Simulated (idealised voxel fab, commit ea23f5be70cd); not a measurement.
Presented below is a process module, voxel released beams.
Section cut is 200 nm wide and gridded with 5 nm square cells.
Square cells in a grid make up a cross-section in this document, and the grid is given as bands, listed from the top down, each one or more rows of cells.
Band: top and bottom heights (nm) first, top before bottom; then materials from left to right, widths in nm. "all across" marks a sole material filling the band edge to edge. "blank" denotes empty space.
Below 0: as-received wafer, all one material; heights counted from there. Lowest band: no bottom, goes on down, written "0 -> down".
It should be noted that a width expressed as "30..40" varies in equal increments from row to row of cells within the band, taking the value of the first number at the top row and that of the second number at the bottom row.
The cross-section has no changed cell in any step marked "remained the same".
Listed in "Voids, enclosed": every empty space of 8 or more cells without an open way to the top. Form: width x height at distance, the distance being from the left edge, all in nm.
Past the settings on a step's line: simulator remark, on that step.
overlay nm: mask right of planned place by this much (step with mask). Neg. = left.
Each pair of cross-sections that follows straddles one process step: the one shows the state before the step, the other the state after it, down to the lowest band that changed and no further. The step in question, and its settings, are given under the pair. Note that a pair is not necessarily a continuation of the pair above it, since pairs can come from different runs of this module on the same starting wafer; it is a continuation only where its entry headed "Pre-step section" says so.
PRE-STEP SECTION
  0 -> down  Si all across
  Voids, enclosed: none
SECTIONAL RESULT
  10 -> 0  Al2O3 all across
  Below 0, no change.
  Voids, enclosed: none
The process step separating the two cross-sections depicted above is as follows: op CONFORMAL_DEP | material Al2O3 | thk nm 10
Pre-step section: the cross-section after the pair above
SECTIONAL RESULT
  30 -> 10  SiO2 all across
  Below 10, no change.
  Voids, enclosed: none
The process step separating the two cross-sections depicted above is as follows: op DIRECTIONAL_DEP | material SiO2 | thk nm 20
Pre-step section: the cross-section after the pair above
SECTIONAL RESULT
  30 -> 10  SiO2 65 nm / blank 25 nm / SiO2 110 nm
  Below 10, no change.
  Voids, enclosed: none
The process step separating the two cross-sections depicted above is as follows: op MASKED_ETCH | tone open | mask id ANCHOR | width nm 25 | etch materials SiO2 | depth nm 20 | overlay nm 0
Pre-step section: the cross-section after the pair above
SECTIONAL RESULT
  40 -> 30  polySi 75 nm / blank 5 nm / polySi 120 nm
  30 -> 20  SiO2 65 nm / polySi 10 nm / blank 5 nm / polySi 10 nm / SiO2 110 nm
  20 -> 10  SiO2 65 nm / polySi 25 nm / SiO2 110 nm
  Below 10, no change.
  Voids, enclosed: none
The process step separating the two cross-sections depicted above is as follows: op CONFORMAL_DEP | material polySi | thk nm 10
Pre-step section: the cross-section after the pair above
SECTIONAL RESULT
  40 -> 30  blank 60 nm / polySi 15 nm / blank 5 nm / polySi 55 nm / blank 65 nm
  Below 30, no change.
  Voids, enclosed: none
The process step separating the two cross-sections depicted above is as follows: op MASKED_ETCH | tone cover | mask id BEAM | width nm 75 | etch materials polySi | depth nm 10 | overlay nm 0
Pre-step section: the cross-section after the pair above
SECTIONAL RESULT
  40 -> 30  blank 60 nm / polySi 15 nm / blank 5 nm / polySi 55 nm / blank 65 nm
  30 -> 20  blank 65 nm / polySi 10 nm / blank 5 nm / polySi 10 nm / blank 110 nm
  20 -> 10  blank 65 nm / polySi 25 nm / blank 110 nm
  Below 10, no change.
  Voids, enclosed: none
The process step separating the two cross-sections depicted above is as follows: op STRIP | etch materials SiO2
PRE-STEP SECTION
  10 -> 0  Al2O3 all across
  0 -> down  Si all across
  Voids, enclosed: none
SECTIONAL RESULT
  20 -> 10  polySi all across
  Below 10, no change.
  Voids, enclosed: none
The process step separating the two cross-sections depicted above is as follows: op CONFORMAL_DEP | material polySi | thk nm 10
Pre-step section: the cross-section after the pair above
SECTIONAL RESULT
  20 -> 10  blank 60 nm / polySi 75 nm / blank 65 nm
  Below 10, no change.
  Voids, enclosed: none
The process step separating the two cross-sections depicted above is as follows: op MASKED_ETCH | tone cover | mask id BEAM | width nm 75 | etch materials polySi | depth nm 10 | overlay nm 0
PRE-STEP SECTION
  0 -> down  Si all across
  Voids, enclosed: none
SECTIONAL RESULT
  20 -> 0  SiO2 all across
  Below 0, no change.
  Voids, enclosed: none
The process step separating the two cross-sections depicted above is as follows: op DIRECTIONAL_DEP | material SiO2 | thk nm 20
Pre-step section: the cross-section after the pair above
SECTIONAL RESULT
  30 -> 20  Al2O3 all across
  Below 20, no change.
  Voids, enclosed: none
The process step separating the two cross-sections depicted above is as follows: op CONFORMAL_DEP | material Al2O3 | thk nm 10
Pre-step section: the cross-section after the pair above
SECTIONAL RESULT
  40 -> 30  polySi all across
  Below 30, no change.
  Voids, enclosed: none
The process step separating the two cross-sections depicted above is as follows: op CONFORMAL_DEP | material polySi | thk nm 10
Pre-step section: the cross-section after the pair above
SECTIONAL RESULT
  40 -> 30  blank 60 nm / polySi 75 nm / blank 65 nm
  Below 30, no change.
  Voids, enclosed: none
The process step separating the two cross-sections depicted above is as follows: op MASKED_ETCH | tone cover | mask id BEAM | width nm 75 | etch materials polySi | depth nm 10 | overlay nm 0
PRE-STEP SECTION
  30 -> 10  SiO2 65 nm / blank 25 nm / SiO2 110 nm
  10 -> 0  Al2O3 all across
  0 -> down  Si all across
  Voids, enclosed: none
SECTIONAL RESULT
  35 -> 30  polySi 70 nm / blank 15 nm / polySi 115 nm
  30 -> 15  SiO2 65 nm / polySi 5 nm / blank 15 nm / polySi 5 nm / SiO2 110 nm
  15 -> 10  SiO2 65 nm / polySi 25 nm / SiO2 110 nm
  Below 10, no change.
  Voids, enclosed: none
The process step separating the two cross-sections depicted above is as follows: op CONFORMAL_DEP | material polySi | thk nm 5
Pre-step section: the cross-section after the pair above
SECTIONAL RESULT
  35 -> 30  blank 60 nm / polySi 10 nm / blank 15 nm / polySi 50 nm / blank 65 nm
  Below 30, no change.
  Voids, enclosed: none
The process step separating the two cross-sections depicted above is as follows: op MASKED_ETCH | tone cover | mask id BEAM | width nm 75 | etch materials polySi | depth nm 10 | overlay nm 0
Pre-step section: the cross-section after the pair above
SECTIONAL RESULT
  35 -> 30  blank 60 nm / polySi 10 nm / blank 15 nm / polySi 50 nm / blank 65 nm
  30 -> 15  blank 65 nm / polySi 5 nm / blank 15 nm / polySi 5 nm / blank 110 nm
  15 -> 10  blank 65 nm / polySi 25 nm / blank 110 nm
  Below 10, no change.
  Voids, enclosed: none
The process step separating the two cross-sections depicted above is as follows: op STRIP | etch materials SiO2
PRE-STEP SECTION
  40 -> 30  polySi 75 nm / blank 5 nm / polySi 120 nm
  30 -> 20  SiO2 65 nm / polySi 10 nm / blank 5 nm / polySi 10 nm / SiO2 110 nm
  20 -> 10  SiO2 65 nm / polySi 25 nm / SiO2 110 nm
  10 -> 0  Al2O3 all across
  0 -> down  Si all across
  Voids, enclosed: none
SECTIONAL RESULT
  40 -> 30  blank 65 nm / polySi 10 nm / blank 5 nm / polySi 55 nm / blank 65 nm
  Below 30, no change.
  Voids, enclosed: none
The process step separating the two cross-sections depicted above is as follows: op MASKED_ETCH | tone cover | mask id BEAM | width nm 70 | etch materials polySi | depth nm 10 | overlay nm 0
Pre-step section: the cross-section after the pair above
SECTIONAL RESULT
  40 -> 30  blank 65 nm / polySi 10 nm / blank 5 nm / polySi 55 nm / blank 65 nm
  30 -> 20  blank 65 nm / polySi 10 nm / blank 5 nm / polySi 10 nm / blank 110 nm
  20 -> 10  blank 65 nm / polySi 25 nm / blank 110 nm
  Below 10, no change.
  Voids, enclosed: none
The process step separating the two cross-sections depicted above is as follows: op STRIP | etch materials SiO2
PRE-STEP SECTION
  30 -> 10  SiO2 all across
  10 -> 0  Al2O3 all across
  0 -> down  Si all across
  Voids, enclosed: none
SECTIONAL RESULT
  30 -> 10  SiO2 75 nm / blank 25 nm / SiO2 100 nm
  Below 10, no change.
  Voids, enclosed: none
The process step separating the two cross-sections depicted above is as follows: op MASKED_ETCH | tone open | mask id ANCHOR | width nm 25 | etch materials SiO2 | depth nm 20 | overlay nm 10
Pre-step section: the cross-section after the pair above
SECTIONAL RESULT
  40 -> 30  polySi 85 nm / blank 5 nm / polySi 110 nm
  30 -> 20  SiO2 75 nm / polySi 10 nm / blank 5 nm / polySi 10 nm / SiO2 100 nm
  20 -> 10  SiO2 75 nm / polySi 25 nm / SiO2 100 nm
  Below 10, no change.
  Voids, enclosed: none
The process step separating the two cross-sections depicted above is as follows: op CONFORMAL_DEP | material polySi | thk nm 10
Pre-step section: the cross-section after the pair above
SECTIONAL RESULT
  40 -> 30  blank 60 nm / polySi 25 nm / blank 5 nm / polySi 45 nm / blank 65 nm
  Below 30, no change.
  Voids, enclosed: none
The process step separating the two cross-sections depicted above is as follows: op MASKED_ETCH | tone cover | mask id BEAM | width nm 75 | etch materials polySi | depth nm 10 | overlay nm 0
Pre-step section: the cross-section after the pair above
SECTIONAL RESULT
  40 -> 30  blank 60 nm / polySi 25 nm / blank 5 nm / polySi 45 nm / blank 65 nm
  30 -> 20  blank 75 nm / polySi 10 nm / blank 5 nm / polySi 10 nm / blank 100 nm
  20 -> 10  blank 75 nm / polySi 25 nm / blank 100 nm
  Below 10, no change.
  Voids, enclosed: none
The process step separating the two cross-sections depicted above is as follows: op STRIP | etch materials SiO2
PRE-STEP SECTION
  10 -> 0  Al2O3 all across
  0 -> down  Si all across
  Voids, enclosed: none
SECTIONAL RESULT
  30 -> 0  Al2O3 all across
  Below 0, no change.
  Voids, enclosed: none
The process step separating the two cross-sections depicted above is as follows: op DIRECTIONAL_DEP | material Al2O3 | thk nm 20
Pre-step section: the cross-section after the pair above
SECTIONAL RESULT
  40 -> 30  polySi all across
  Below 30, no change.
  Voids, enclosed: none
The process step separating the two cross-sections depicted above is as follows: op CONFORMAL_DEP | material polySi | thk nm 10
Pre-step section: the cross-section after the pair above
SECTIONAL RESULT
  40 -> 30  blank 60 nm / polySi 75 nm / blank 65 nm
  Below 30, no change.
  Voids, enclosed: none
The process step separating the two cross-sections depicted above is as follows: op MASKED_ETCH | tone cover | mask id BEAM | width nm 75 | etch materials polySi | depth nm 10 | overlay nm 0
PRE-STEP SECTION
  30 -> 10  SiO2 all across
  10 -> 0  Al2O3 all across
  0 -> down  Si all across
  Voids, enclosed: none
SECTIONAL RESULT
  30 -> 10  blank 65 nm / SiO2 25 nm / blank 110 nm
  Below 10, no change.
  Voids, enclosed: none
The process step separating the two cross-sections depicted above is as follows: op MASKED_ETCH | tone cover | mask id ANCHOR | width nm 25 | etch materials SiO2 | depth nm 20 | overlay nm 0
Pre-step section: the cross-section after the pair above
SECTIONAL RESULT
  40 -> 30  blank 55 nm / polySi 45 nm / blank 100 nm
  30 -> 20  blank 55 nm / polySi 10 nm / SiO2 25 nm / polySi 10 nm / blank 100 nm
  20 -> 10  polySi 65 nm / SiO2 25 nm / polySi 110 nm
  Below 10, no change.
  Voids, enclosed: none
The process step separating the two cross-sections depicted above is as follows: op CONFORMAL_DEP | material polySi | thk nm 10
Pre-step section: the cross-section after the pair above
SECTIONAL RESULT
  40 -> 30  blank 60 nm / polySi 40 nm / blank 100 nm
  30 -> 20  blank 55 nm / polySi 10 nm / SiO2 25 nm / polySi 10 nm / blank 100 nm
  20 -> 10  blank 55 nm / polySi 10 nm / SiO2 25 nm / polySi 45 nm / blank 65 nm
  Below 10, no change.
  Voids, enclosed: none
The process step separating the two cross-sections depicted above is as follows: op MASKED_ETCH | tone cover | mask id BEAM | width nm 75 | etch materials polySi | depth nm 10 | overlay nm 0
